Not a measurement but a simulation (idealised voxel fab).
Title: Process Module voxel transistor to metal
It is cross-section cut that appears here, measuring 180 nm in width, its square cells being 5 nm in size.
Just so we're on the same page, the cross-sections are grids of square cells, and they're listed out in bands top to bottom, each band one or more rows deep. This entry defines a band. It first specifies the height of the band's top and the height of its bottom in nm, and then specifies the band's materials from left to right, stating each material with its width in nm. The word "all across" identifies a single material that fills the band from edge to edge, while the word "air" identifies empty space. Ref level 0: as-received wafer is one material below here. Bottom band extends down with no lower bound ("0..down"). Per-row width for "30..40": begins at first number (top row of band), ends at second number (bottom row), increment between rows held constant. The cross-section has no changed cell in any step marked "nothing got changed". "Closed cavity list" lists enclosed empty spaces (at least 8 cells, no open path upward to the top), each as width x height at distance from the left edge, in nm. If you see something after the settings on a step's line, that's the simulator's own remark about that step. The line of a step may include "overlay nm". On a step with a mask, this value is how far to the right of its planned place the mask lay. A negative value means the mask lay to the left.
Intended process steps
| 1 | RECEIVE with material Si |
| 2 | OXIDIZE with depth nm 5 |
| 3 | CONFORMAL_DEP with material SiN, thk nm 15 |
| 4 | DIRECTIONAL_DEP with material aC, thk nm 10 |
| 5 | PATTERN with tone cover, mask id ACTIVE, material resist, width nm 100, thk nm 25, overlay nm 0 |
| 6 | DIRECTIONAL_ETCH with etch materials aC, depth nm 10 |
| 7 | STRIP with etch materials resist |
| 8 | DIRECTIONAL_ETCH with etch materials SiN, depth nm 15 |
| 9 | DIRECTIONAL_ETCH with etch materials SiO2, depth nm 5 |
| 10 | DIRECTIONAL_ETCH with etch materials Si, depth nm 30 |
| 11 | STRIP with etch materials aC |
| 12 | FILL_DEP with material SiO2, thk nm 5 |
| 13 | CMP with height nm 15 |
| 14 | SELECTIVE_ETCH with etch materials SiO2, depth nm 15 |
| 15 | STRIP with etch materials SiN |
| 16 | SELECTIVE_ETCH with etch materials SiO2, depth nm 5 |
| 17 | OXIDIZE with depth nm 5 |
| 18 | DIRECTIONAL_DEP with material polySi, thk nm 30 |
| 19 | DIRECTIONAL_DEP with material SiCN, thk nm 15 |
| 20 | PATTERN with tone cover, mask id GATE, material resist, width nm 20, thk nm 20, overlay nm 0 |
| 21 | DIRECTIONAL_ETCH with etch materials SiCN, depth nm 25 |
| 22 | DIRECTIONAL_ETCH with etch materials polySi, depth nm 40 |
| 23 | STRIP with etch materials resist |
| 24 | CONFORMAL_DEP with material SiO2, thk nm 5 |
| 25 | DIRECTIONAL_ETCH with etch materials SiO2, depth nm 5 |
| 26 | CONFORMAL_DEP with material SiN, thk nm 10 |
| 27 | DIRECTIONAL_ETCH with etch materials SiN, depth nm 10 |
| 28 | DIRECTIONAL_ETCH with etch materials SiO2, depth nm 5 |
| 29 | EPI with material SiGe, thk nm 5 |
| 30 | FILL_DEP with material SiO2, thk nm 10 |
| 31 | CMP with height nm 40 |
| 32 | DIRECTIONAL_DEP with material SiO2, thk nm 15 |
| 33 | MASKED_ETCH with tone open, mask id CONTACT, width nm 30, pitch nm 60, etch materials SiO2, depth nm 60, overlay nm 0 |
| 34 | CONFORMAL_DEP with material TiN, thk nm 5 |
| 35 | FILL_DEP with material W, thk nm 10 |
| 36 | CMP with height nm 55 |
| 37 | CONFORMAL_DEP with material SiCN, thk nm 5 |
| 38 | DIRECTIONAL_DEP with material lowk, thk nm 20 |
| 39 | MASKED_ETCH with tone open, mask id METAL_1, width nm 15, pitch nm 75, etch materials lowk, depth nm 20, overlay nm 0 |
| 40 | MASKED_ETCH with tone open, mask id METAL_1, width nm 15, pitch nm 75, etch materials SiCN, depth nm 5, overlay nm 0 |
| 41 | CONFORMAL_DEP with material TiN, thk nm 5 |
| 42 | FILL_DEP with material Cu, thk nm 5 |
| 43 | CMP with height nm 80 |
| 44 | EPI with material Ru, thk nm 5 |
| 45 | FILL_DEP with material SiCN, thk nm 5 |
| 46 | DIRECTIONAL_DEP with material lowk, thk nm 30 |
| 47 | MASKED_ETCH with tone open, mask id METAL_2, width nm 15, pitch nm 75, etch materials lowk, depth nm 15, overlay nm 0 |
| 48 | PATTERN with tone open, mask id METAL_2_HOLES, material resist, width nm 15, pitch nm 75, thk nm 20, overlay nm 0 |
| 49 | DIRECTIONAL_ETCH with etch materials lowk, depth nm 15 |
| 50 | DIRECTIONAL_ETCH with etch materials SiCN, depth nm 5 |
| 51 | STRIP with etch materials resist |
| 52 | CONFORMAL_DEP with material TiN, thk nm 5 |
| 53 | FILL_DEP with material Cu, thk nm 10 |
| 54 | CMP with height nm 120 |
| 55 | CONFORMAL_DEP with material SiCN, thk nm 5 |
The first of a set of two wafers, run to plan
Cross-section of the wafer at receipt, which is the condition after step 1
  0..down | Si all across
  Closed cavity list: none
After step 2: wafer cross-section
  0..-5 | SiO2 all across
  Lower than -5, everything is as it was.
After step 3: wafer cross-section
  15..0 | SiN all across
  Lower than 0, everything is as it was.
After step 4: wafer cross-section
  25..15 | aC all across
  Lower than 15, everything is as it was.
After step 5: wafer cross-section
  50..25 | air (40), then resist (100), then air (40)
  Lower than 25, everything is as it was.
After step 6: wafer cross-section
  40..25 | air (40), then resist (100), then air (40)
  25..15 | air (40), then aC (100), then air (40)
  Lower than 15, everything is as it was.
After step 7: wafer cross-section
  25..15 | air (40), then aC (100), then air (40)
  Lower than 15, everything is as it was.
After step 8: wafer cross-section
  25..15 | air (40), then aC (100), then air (40)
  15..0 | air (40), then SiN (100), then air (40)
  Lower than 0, everything is as it was.
After step 9: wafer cross-section
  25..15 | air (40), then aC (100), then air (40)
  15..0 | air (40), then SiN (100), then air (40)
  0..-5 | air (40), then SiO2 (100), then air (40)
  Lower than -5, everything is as it was.
After step 10: wafer cross-section
  25..15 | air (40), then aC (100), then air (40)
  15..0 | air (40), then SiN (100), then air (40)
  0..-5 | air (40), then SiO2 (100), then air (40)
  -5..-35 | air (40), then Si (100), then air (40)
  Lower than -35, everything is as it was.
After step 11: wafer cross-section
  15..0 | air (40), then SiN (100), then air (40)
  Lower than 0, everything is as it was.
After step 12: wafer cross-section
  20..15 | SiO2 all across
  15..0 | SiO2 (40), then SiN (100), then SiO2 (40)
  0..-5 | SiO2 all across
  -5..-35 | SiO2 (40), then Si (100), then SiO2 (40)
  Lower than -35, everything is as it was.
After step 13: wafer cross-section
  15..0 | SiO2 (40), then SiN (100), then SiO2 (40)
  Lower than 0, everything is as it was.
After step 14: wafer cross-section
  15..0 | air (40), then SiN (100), then air (40)
  Lower than 0, everything is as it was.
After step 15: wafer cross-section
  0..-5 | SiO2 all across
  Lower than -5, everything is as it was.
After step 16: wafer cross-section
  -5..-35 | SiO2 (40), then Si (100), then SiO2 (40)
  Lower than -35, everything is as it was.
After step 17: wafer cross-section
  -5..-10 | SiO2 all across
  Lower than -10, everything is as it was.
After step 18: wafer cross-section
  25..-5 | polySi all across
  Lower than -5, everything is as it was.
After step 19: wafer cross-section
  40..25 | SiCN all across
  Lower than 25, everything is as it was.
After step 20: wafer cross-section
  60..40 | air (80), then resist (20), then air (80)
  Lower than 40, everything is as it was.
After step 21: wafer cross-section
  60..40 | air (80), then resist (20), then air (80)
  40..25 | air (80), then SiCN (20), then air (80)
  Lower than 25, everything is as it was.
After step 22: wafer cross-section
  60..40 | air (80), then resist (20), then air (80)
  40..25 | air (80), then SiCN (20), then air (80)
  25..-5 | air (80), then polySi (20), then air (80)
  Lower than -5, everything is as it was.
After step 23: wafer cross-section
  40..25 | air (80), then SiCN (20), then air (80)
  Lower than 25, everything is as it was.
After step 24: wafer cross-section
  45..40 | air (75), then SiO2 (30), then air (75)
  40..25 | air (75), then SiO2 (5), then SiCN (20), then SiO2 (5), then air (75)
  25..0 | air (75), then SiO2 (5), then polySi (20), then SiO2 (5), then air (75)
  0..-5 | SiO2 (80), then polySi (20), then SiO2 (80)
  Lower than -5, everything is as it was.
After step 25: wafer cross-section
  40..25 | air (75), then SiO2 (5), then SiCN (20), then SiO2 (5), then air (75)
  25..-5 | air (75), then SiO2 (5), then polySi (20), then SiO2 (5), then air (75)
  Lower than -5, everything is as it was.
After step 26: wafer cross-section
  50..40 | air (65), then SiN (50), then air (65)
  40..25 | air (65), then SiN (10), then SiO2 (5), then SiCN (20), then SiO2 (5), then SiN (10), then air (65)
  25..5 | air (65), then SiN (10), then SiO2 (5), then polySi (20), then SiO2 (5), then SiN (10), then air (65)
  5..-5 | SiN (75), then SiO2 (5), then polySi (20), then SiO2 (5), then SiN (75)
  Lower than -5, everything is as it was.
After step 27: wafer cross-section
  40..25 | air (65), then SiN (10), then SiO2 (5), then SiCN (20), then SiO2 (5), then SiN (10), then air (65)
  25..-5 | air (65), then SiN (10), then SiO2 (5), then polySi (20), then SiO2 (5), then SiN (10), then air (65)
  Lower than -5, everything is as it was.
After step 28: wafer cross-section
  40..35 | air (65), then SiN (10), then air (5), then SiCN (20), then air (5), then SiN (10), then air (65)
  35..25 | air (65), then SiN (10), then SiO2 (5), then SiCN (20), then SiO2 (5), then SiN (10), then air (65)
  25..-5 | air (65), then SiN (10), then SiO2 (5), then polySi (20), then SiO2 (5), then SiN (10), then air (65)
  -5..-10 | air (65), then SiO2 (50), then air (65)
  Lower than -10, everything is as it was.
After step 29: wafer cross-section
  40..35 | air (65), then SiN (10), then air (5), then SiCN (20), then air (5), then SiN (10), then air (65)
  35..25 | air (65), then SiN (10), then SiO2 (5), then SiCN (20), then SiO2 (5), then SiN (10), then air (65)
  25..-5 | air (65), then SiN (10), then SiO2 (5), then polySi (20), then SiO2 (5), then SiN (10), then air (65)
  -5..-10 | air (35), then SiGe (30), then SiO2 (50), then SiGe (30), then air (35)
  Lower than -10, everything is as it was.
After step 30: wafer cross-section
  50..40 | SiO2 all across
  40..25 | SiO2 (65), then SiN (10), then SiO2 (5), then SiCN (20), then SiO2 (5), then SiN (10), then SiO2 (65)
  25..-5 | SiO2 (65), then SiN (10), then SiO2 (5), then polySi (20), then SiO2 (5), then SiN (10), then SiO2 (65)
  -5..-10 | SiO2 (35), then SiGe (30), then SiO2 (50), then SiGe (30), then SiO2 (35)
  Lower than -10, everything is as it was.
After step 31: wafer cross-section
  40..25 | SiO2 (65), then SiN (10), then SiO2 (5), then SiCN (20), then SiO2 (5), then SiN (10), then SiO2 (65)
  Lower than 25, everything is as it was.
After step 32: wafer cross-section
  55..40 | SiO2 all across
  Lower than 40, everything is as it was.
After step 33: wafer cross-section
  55..40 | SiO2 (45), then air (30), then SiO2 (30), then air (30), then SiO2 (45)
  40..25 | SiO2 (45), then air (20), then SiN (10), then SiO2 (5), then SiCN (20), then SiO2 (5), then SiN (10), then air (20), then SiO2 (45)
  25..-5 | SiO2 (45), then air (20), then SiN (10), then SiO2 (5), then polySi (20), then SiO2 (5), then SiN (10), then air (20), then SiO2 (45)
  Lower than -5, everything is as it was.
After step 34: wafer cross-section
  60..55 | TiN (50), then air (20), then TiN (40), then air (20), then TiN (50)
  55..45 | SiO2 (45), then TiN (5), then air (20), then TiN (5), then SiO2 (30), then TiN (5), then air (20), then TiN (5), then SiO2 (45)
  45..40 | SiO2 (45), then TiN (5), then air (10), then TiN (15), then SiO2 (30), then TiN (15), then air (10), then TiN (5), then SiO2 (45)
  40..25 | SiO2 (45), then TiN (5), then air (10), then TiN (5), then SiN (10), then SiO2 (5), then SiCN (20), then SiO2 (5), then SiN (10), then TiN (5), then air (10), then TiN (5), then SiO2 (45)
  25..0 | SiO2 (45), then TiN (5), then air (10), then TiN (5), then SiN (10), then SiO2 (5), then polySi (20), then SiO2 (5), then SiN (10), then TiN (5), then air (10), then TiN (5), then SiO2 (45)
  0..-5 | SiO2 (45), then TiN (20), then SiN (10), then SiO2 (5), then polySi (20), then SiO2 (5), then SiN (10), then TiN (20), then SiO2 (45)
  Lower than -5, everything is as it was.
After step 35: wafer cross-section
  70..60 | W all across
  60..55 | TiN (50), then W (20), then TiN (40), then W (20), then TiN (50)
  55..45 | SiO2 (45), then TiN (5), then W (20), then TiN (5), then SiO2 (30), then TiN (5), then W (20), then TiN (5), then SiO2 (45)
  45..40 | SiO2 (45), then TiN (5), then W (10), then TiN (15), then SiO2 (30), then TiN (15), then W (10), then TiN (5), then SiO2 (45)
  40..25 | SiO2 (45), then TiN (5), then W (10), then TiN (5), then SiN (10), then SiO2 (5), then SiCN (20), then SiO2 (5), then SiN (10), then TiN (5), then W (10), then TiN (5), then SiO2 (45)
  25..0 | SiO2 (45), then TiN (5), then W (10), then TiN (5), then SiN (10), then SiO2 (5), then polySi (20), then SiO2 (5), then SiN (10), then TiN (5), then W (10), then TiN (5), then SiO2 (45)
  Lower than 0, everything is as it was.
After step 36: wafer cross-section
  55..45 | SiO2 (45), then TiN (5), then W (20), then TiN (5), then SiO2 (30), then TiN (5), then W (20), then TiN (5), then SiO2 (45)
  Lower than 45, everything is as it was.
After step 37: wafer cross-section
  60..55 | SiCN all across
  Lower than 55, everything is as it was.
After step 38: wafer cross-section
  80..60 | lowk all across
  Lower than 60, everything is as it was.
After step 39: wafer cross-section
  80..60 | lowk (45), then air (15), then lowk (60), then air (15), then lowk (45)
  Lower than 60, everything is as it was.
After step 40: wafer cross-section
  80..60 | lowk (45), then air (15), then lowk (60), then air (15), then lowk (45)
  60..55 | SiCN (45), then air (15), then SiCN (60), then air (15), then SiCN (45)
  Lower than 55, everything is as it was.
After step 41: wafer cross-section
  85..80 | TiN (50), then air (5), then TiN (70), then air (5), then TiN (50)
  80..60 | lowk (45), then TiN (5), then air (5), then TiN (5), then lowk (60), then TiN (5), then air (5), then TiN (5), then lowk (45)
  60..55 | SiCN (45), then TiN (15), then SiCN (60), then TiN (15), then SiCN (45)
  Lower than 55, everything is as it was.
After step 42: wafer cross-section
  90..85 | Cu all across
  85..80 | TiN (50), then Cu (5), then TiN (70), then Cu (5), then TiN (50)
  80..60 | lowk (45), then TiN (5), then Cu (5), then TiN (5), then lowk (60), then TiN (5), then Cu (5), then TiN (5), then lowk (45)
  Lower than 60, everything is as it was.
After step 43: wafer cross-section
  80..60 | lowk (45), then TiN (5), then Cu (5), then TiN (5), then lowk (60), then TiN (5), then Cu (5), then TiN (5), then lowk (45)
  Lower than 60, everything is as it was.
After step 44: wafer cross-section
  85..80 | air (40), then Ru (25), then air (50), then Ru (25), then air (40)
  Lower than 80, everything is as it was.
After step 45: wafer cross-section
  90..85 | SiCN all across
  85..80 | SiCN (40), then Ru (25), then SiCN (50), then Ru (25), then SiCN (40)
  Lower than 80, everything is as it was.
After step 46: wafer cross-section
  120..90 | lowk all across
  Lower than 90, everything is as it was.
After step 47: wafer cross-section
  120..105 | lowk (45), then air (15), then lowk (60), then air (15), then lowk (45)
  Lower than 105, everything is as it was.
After step 48: wafer cross-section
  140..120 | resist (45), then air (15), then resist (60), then air (15), then resist (45)
  Lower than 120, everything is as it was.
After step 49: wafer cross-section
  140..120 | resist (45), then air (15), then resist (60), then air (15), then resist (45)
  120..90 | lowk (45), then air (15), then lowk (60), then air (15), then lowk (45)
  Lower than 90, everything is as it was.
After step 50: wafer cross-section
  140..120 | resist (45), then air (15), then resist (60), then air (15), then resist (45)
  120..90 | lowk (45), then air (15), then lowk (60), then air (15), then lowk (45)
  90..85 | SiCN (45), then air (15), then SiCN (60), then air (15), then SiCN (45)
  Lower than 85, everything is as it was.
After step 51: wafer cross-section
  120..90 | lowk (45), then air (15), then lowk (60), then air (15), then lowk (45)
  Lower than 90, everything is as it was.
After step 52: wafer cross-section
  125..120 | TiN (50), then air (5), then TiN (70), then air (5), then TiN (50)
  120..90 | lowk (45), then TiN (5), then air (5), then TiN (5), then lowk (60), then TiN (5), then air (5), then TiN (5), then lowk (45)
  90..85 | SiCN (45), then TiN (15), then SiCN (60), then TiN (15), then SiCN (45)
  Lower than 85, everything is as it was.
After step 53: wafer cross-section
  135..125 | Cu all across
  125..120 | TiN (50), then Cu (5), then TiN (70), then Cu (5), then TiN (50)
  120..90 | lowk (45), then TiN (5), then Cu (5), then TiN (5), then lowk (60), then TiN (5), then Cu (5), then TiN (5), then lowk (45)
  Lower than 90, everything is as it was.
After step 54: wafer cross-section
  120..90 | lowk (45), then TiN (5), then Cu (5), then TiN (5), then lowk (60), then TiN (5), then Cu (5), then TiN (5), then lowk (45)
  Lower than 90, everything is as it was.
After step 55: wafer cross-section
  125..120 | SiCN all across
  Lower than 120, everything is as it was.
The second wafer was prepared from the same starting point and under the same plan as the first; its processing contained one mistake, and it remains indistinguishable from the first wafer up to and including step 18
Second wafer, section view, time point: scheduled end of step 19
  55..25 | SiCN all across
  Lower than 25, everything is as it was.
Second wafer, section view, time point: scheduled end of step 20
  75..55 | air (80), then resist (20), then air (80)
  Lower than 55, everything is as it was.
Second wafer, section view, time point: scheduled end of step 21
  75..55 | air (80), then resist (20), then air (80)
  55..30 | air (80), then SiCN (20), then air (80)
  Lower than 30, everything is as it was.
Second wafer, section view, time point: scheduled end of step 22: nothing got changed
Second wafer, section view, time point: scheduled end of step 23
  55..30 | air (80), then SiCN (20), then air (80)
  Lower than 30, everything is as it was.
Second wafer, section view, time point: scheduled end of step 24
  60..55 | air (75), then SiO2 (30), then air (75)
  55..35 | air (75), then SiO2 (5), then SiCN (20), then SiO2 (5), then air (75)
  35..30 | SiO2 (80), then SiCN (20), then SiO2 (80)
  Lower than 30, everything is as it was.
Second wafer, section view, time point: scheduled end of step 25
  55..30 | air (75), then SiO2 (5), then SiCN (20), then SiO2 (5), then air (75)
  Lower than 30, everything is as it was.
Second wafer, section view, time point: scheduled end of step 26
  65..55 | air (65), then SiN (50), then air (65)
  55..40 | air (65), then SiN (10), then SiO2 (5), then SiCN (20), then SiO2 (5), then SiN (10), then air (65)
  40..30 | SiN (75), then SiO2 (5), then SiCN (20), then SiO2 (5), then SiN (75)
  Lower than 30, everything is as it was.
Second wafer, section view, time point: scheduled end of step 27
  55..30 | air (65), then SiN (10), then SiO2 (5), then SiCN (20), then SiO2 (5), then SiN (10), then air (65)
  Lower than 30, everything is as it was.
Second wafer, section view, time point: scheduled end of step 28
  55..50 | air (65), then SiN (10), then air (5), then SiCN (20), then air (5), then SiN (10), then air (65)
  Lower than 50, everything is as it was.
Second wafer, section view, time point: scheduled end of step 29: nothing got changed
Second wafer, section view, time point: scheduled end of step 30
  65..55 | SiO2 all across
  55..30 | SiO2 (65), then SiN (10), then SiO2 (5), then SiCN (20), then SiO2 (5), then SiN (10), then SiO2 (65)
  Lower than 30, everything is as it was.
Second wafer, section view, time point: scheduled end of step 31
  40..30 | SiO2 (65), then SiN (10), then SiO2 (5), then SiCN (20), then SiO2 (5), then SiN (10), then SiO2 (65)
  Lower than 30, everything is as it was.
Second wafer, section view, time point: scheduled end of step 32
  55..40 | SiO2 all across
  Lower than 40, everything is as it was.
Second wafer, section view, time point: scheduled end of step 33
  55..40 | SiO2 (45), then air (30), then SiO2 (30), then air (30), then SiO2 (45)
  40..30 | SiO2 (45), then air (20), then SiN (10), then SiO2 (5), then SiCN (20), then SiO2 (5), then SiN (10), then air (20), then SiO2 (45)
  Lower than 30, everything is as it was.
Second wafer, section view, time point: scheduled end of step 34
  60..55 | TiN (50), then air (20), then TiN (40), then air (20), then TiN (50)
  55..45 | SiO2 (45), then TiN (5), then air (20), then TiN (5), then SiO2 (30), then TiN (5), then air (20), then TiN (5), then SiO2 (45)
  45..40 | SiO2 (45), then TiN (5), then air (10), then TiN (15), then SiO2 (30), then TiN (15), then air (10), then TiN (5), then SiO2 (45)
  40..35 | SiO2 (45), then TiN (5), then air (10), then TiN (5), then SiN (10), then SiO2 (5), then SiCN (20), then SiO2 (5), then SiN (10), then TiN (5), then air (10), then TiN (5), then SiO2 (45)
  35..30 | SiO2 (45), then TiN (20), then SiN (10), then SiO2 (5), then SiCN (20), then SiO2 (5), then SiN (10), then TiN (20), then SiO2 (45)
  Lower than 30, everything is as it was.
Second wafer, section view, time point: scheduled end of step 35
  70..60 | W all across
  60..55 | TiN (50), then W (20), then TiN (40), then W (20), then TiN (50)
  55..45 | SiO2 (45), then TiN (5), then W (20), then TiN (5), then SiO2 (30), then TiN (5), then W (20), then TiN (5), then SiO2 (45)
  45..40 | SiO2 (45), then TiN (5), then W (10), then TiN (15), then SiO2 (30), then TiN (15), then W (10), then TiN (5), then SiO2 (45)
  40..35 | SiO2 (45), then TiN (5), then W (10), then TiN (5), then SiN (10), then SiO2 (5), then SiCN (20), then SiO2 (5), then SiN (10), then TiN (5), then W (10), then TiN (5), then SiO2 (45)
  Lower than 35, everything is as it was.
Second wafer, section view, time point: scheduled end of step 36
  55..45 | SiO2 (45), then TiN (5), then W (20), then TiN (5), then SiO2 (30), then TiN (5), then W (20), then TiN (5), then SiO2 (45)
  Lower than 45, everything is as it was.
Second wafer, section view, time point: scheduled end of step 37
  60..55 | SiCN all across
  Lower than 55, everything is as it was.
Second wafer, section view, time point: scheduled end of step 38
  80..60 | lowk all across
  Lower than 60, everything is as it was.
Second wafer, section view, time point: scheduled end of step 39
  80..60 | lowk (45), then air (15), then lowk (60), then air (15), then lowk (45)
  Lower than 60, everything is as it was.
Second wafer, section view, time point: scheduled end of step 40
  80..60 | lowk (45), then air (15), then lowk (60), then air (15), then lowk (45)
  60..55 | SiCN (45), then air (15), then SiCN (60), then air (15), then SiCN (45)
  Lower than 55, everything is as it was.
Second wafer, section view, time point: scheduled end of step 41
  85..80 | TiN (50), then air (5), then TiN (70), then air (5), then TiN (50)
  80..60 | lowk (45), then TiN (5), then air (5), then TiN (5), then lowk (60), then TiN (5), then air (5), then TiN (5), then lowk (45)
  60..55 | SiCN (45), then TiN (15), then SiCN (60), then TiN (15), then SiCN (45)
  Lower than 55, everything is as it was.
Second wafer, section view, time point: scheduled end of step 42
  90..85 | Cu all across
  85..80 | TiN (50), then Cu (5), then TiN (70), then Cu (5), then TiN (50)
  80..60 | lowk (45), then TiN (5), then Cu (5), then TiN (5), then lowk (60), then TiN (5), then Cu (5), then TiN (5), then lowk (45)
  Lower than 60, everything is as it was.
Second wafer, section view, time point: scheduled end of step 43
  80..60 | lowk (45), then TiN (5), then Cu (5), then TiN (5), then lowk (60), then TiN (5), then Cu (5), then TiN (5), then lowk (45)
  Lower than 60, everything is as it was.
Second wafer, section view, time point: scheduled end of step 44
  85..80 | air (40), then Ru (25), then air (50), then Ru (25), then air (40)
  Lower than 80, everything is as it was.
Second wafer, section view, time point: scheduled end of step 45
  90..85 | SiCN all across
  85..80 | SiCN (40), then Ru (25), then SiCN (50), then Ru (25), then SiCN (40)
  Lower than 80, everything is as it was.
Second wafer, section view, time point: scheduled end of step 46
  120..90 | lowk all across
  Lower than 90, everything is as it was.
Second wafer, section view, time point: scheduled end of step 47
  120..105 | lowk (45), then air (15), then lowk (60), then air (15), then lowk (45)
  Lower than 105, everything is as it was.
Second wafer, section view, time point: scheduled end of step 48
  140..120 | resist (45), then air (15), then resist (60), then air (15), then resist (45)
  Lower than 120, everything is as it was.
Second wafer, section view, time point: scheduled end of step 49
  140..120 | resist (45), then air (15), then resist (60), then air (15), then resist (45)
  120..90 | lowk (45), then air (15), then lowk (60), then air (15), then lowk (45)
  Lower than 90, everything is as it was.
Second wafer, section view, time point: scheduled end of step 50
  140..120 | resist (45), then air (15), then resist (60), then air (15), then resist (45)
  120..90 | lowk (45), then air (15), then lowk (60), then air (15), then lowk (45)
  90..85 | SiCN (45), then air (15), then SiCN (60), then air (15), then SiCN (45)
  Lower than 85, everything is as it was.
Second wafer, section view, time point: scheduled end of step 51
  120..90 | lowk (45), then air (15), then lowk (60), then air (15), then lowk (45)
  Lower than 90, everything is as it was.
Second wafer, section view, time point: scheduled end of step 52
  125..120 | TiN (50), then air (5), then TiN (70), then air (5), then TiN (50)
  120..90 | lowk (45), then TiN (5), then air (5), then TiN (5), then lowk (60), then TiN (5), then air (5), then TiN (5), then lowk (45)
  90..85 | SiCN (45), then TiN (15), then SiCN (60), then TiN (15), then SiCN (45)
  Lower than 85, everything is as it was.
Second wafer, section view, time point: scheduled end of step 53
  135..125 | Cu all across
  125..120 | TiN (50), then Cu (5), then TiN (70), then Cu (5), then TiN (50)
  120..90 | lowk (45), then TiN (5), then Cu (5), then TiN (5), then lowk (60), then TiN (5), then Cu (5), then TiN (5), then lowk (45)
  Lower than 90, everything is as it was.
Second wafer, section view, time point: scheduled end of step 54
  120..90 | lowk (45), then TiN (5), then Cu (5), then TiN (5), then lowk (60), then TiN (5), then Cu (5), then TiN (5), then lowk (45)
  Lower than 90, everything is as it was.
Second wafer, section view, time point: scheduled end of step 55
  125..120 | SiCN all across
  Lower than 120, everything is as it was.
Nonconformance to the process plan: in the plan, step 19 was performed twice
Wafer comparison, final, in cells, second relative to first, materials more or fewer: +32 SiCN; -12 SiGe; -28 SiN; -128 SiO2; -28 TiN; -28 W; +192 polySi
